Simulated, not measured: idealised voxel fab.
Presented below is a process module, voxel self aligned contacts.
The cross-section on display is named cut; it measures 285 nm wide, and its cells are 5 nm squares.
When this document writes out a cross-section, it uses a grid of square cells and lists it as bands, beginning at the top and moving down, with a band standing for one or more rows of cells. Read a band's entry like this: the first values are the height of its top and the height of its bottom in nm, and what follows is the sequence of materials from left to right, each with its width in nm. Note that "empty" is empty space, and that a single material marked "all across" reaches across the band from edge to edge. The reference from which all heights are counted is 0, the level beneath which the as-received wafer is entirely one material; the lowest band, having no lower bound, proceeds downward and is written after the example "z 0 and below". Width: "30..40" (first number = top row, second number = bottom row, same change from row to row of cells). Any step labelled "nothing altered" changed none of the cells in the cross-section. Empty spaces counting at least 8 cells and having no open way to the top are listed in "Enclosed void inventory". The notation width x height at distance is used for each, the distance being from the left edge and all three values in nm. Note: text after step settings on the step line = simulator remark on that step. The setting "overlay nm" may be written on the line of a step. When the step uses a mask, the value reports how far to the right of the planned place the mask lay, and a negative value reports that it lay to the left.

**Planned process steps**
1 RECEIVE with material Si
2 OXIDIZE with depth nm 5
3 DIRECTIONAL_DEP with material polySi, thk nm 20
4 DIRECTIONAL_DEP with material SiN, thk nm 20
5 PATTERN with tone cover, mask id GATE, material resist, width nm 30, pitch nm 65, thk nm 20, overlay nm 0
6 DIRECTIONAL_ETCH with etch materials SiN, depth nm 20
7 DIRECTIONAL_ETCH with etch materials polySi, depth nm 20
8 STRIP with etch materials resist
9 CONFORMAL_DEP with material SiN, thk nm 10
10 DIRECTIONAL_ETCH with etch materials SiN, depth nm 10
11 FILL_DEP with material SiO2, thk nm 15
12 CMP with height nm 50
13 MASKED_ETCH with tone open, mask id CONTACT, width nm 45, etch materials SiO2, depth nm 55, overlay nm 0
14 CONFORMAL_DEP with material TiN, thk nm 5
15 FILL_DEP with material W, thk nm 10
16 CMP with height nm 50
17 CONFORMAL_DEP with material SiN, thk nm 5

**As-received wafer cross-section (after step 1)**
  z 0 and below = Si all across
  Enclosed void inventory: none

**Cross-section taken at module completion on the first of two wafers; processed per the plan**
  z 55 to 50 = SiN all across
  z 50 to 40 = SiO2 120, TiN 5..20, W 35..5, TiN 5..20, SiO2 120
  z 40 to 20 = SiO2 85, SiN 50, TiN 5, W 5, TiN 5, SiN 50, SiO2 85
  z 20 to 0 = SiO2 85, SiN 10, polySi 30, SiN 10, TiN 5, W 5, TiN 5, SiN 10, polySi 30, SiN 10, SiO2 85
  z 0 to -5 = SiO2 135, TiN 15, SiO2 135
  z -5 and below = Si all across
  Enclosed void inventory: none

**This is the second of the two wafers, cross-sectioned at the end of the module; it started exactly like the first and was given the same plan, but it was run with one mistake**
  z 55 to 50 = SiN all across
  z 50 to 40 = SiO2 110, TiN 5..30, W 35..5, TiN 5..10, SiO2 130
  z 40 to 20 = SiO2 85, SiN 50, TiN 5, W 5, TiN 5, SiN 50, SiO2 85
  z 20 to 0 = SiO2 85, SiN 10, polySi 30, SiN 10, TiN 5, W 5, TiN 5, SiN 10, polySi 30, SiN 10, SiO2 85
  z 0 to -5 = SiO2 135, TiN 15, SiO2 135
  z -5 and below = Si all across
  Enclosed void inventory: none
Where did the run depart from the plan? for step 13, the planned setting was not used; the step was instead run as MASKED_ETCH with tone open, mask id CONTACT, width nm 45, etch materials SiO2, depth nm 55, overlay nm -10
Upon completion, the cell count for each material on the second wafer equals that on the first, whereas the spatial distribution of those cells differs.
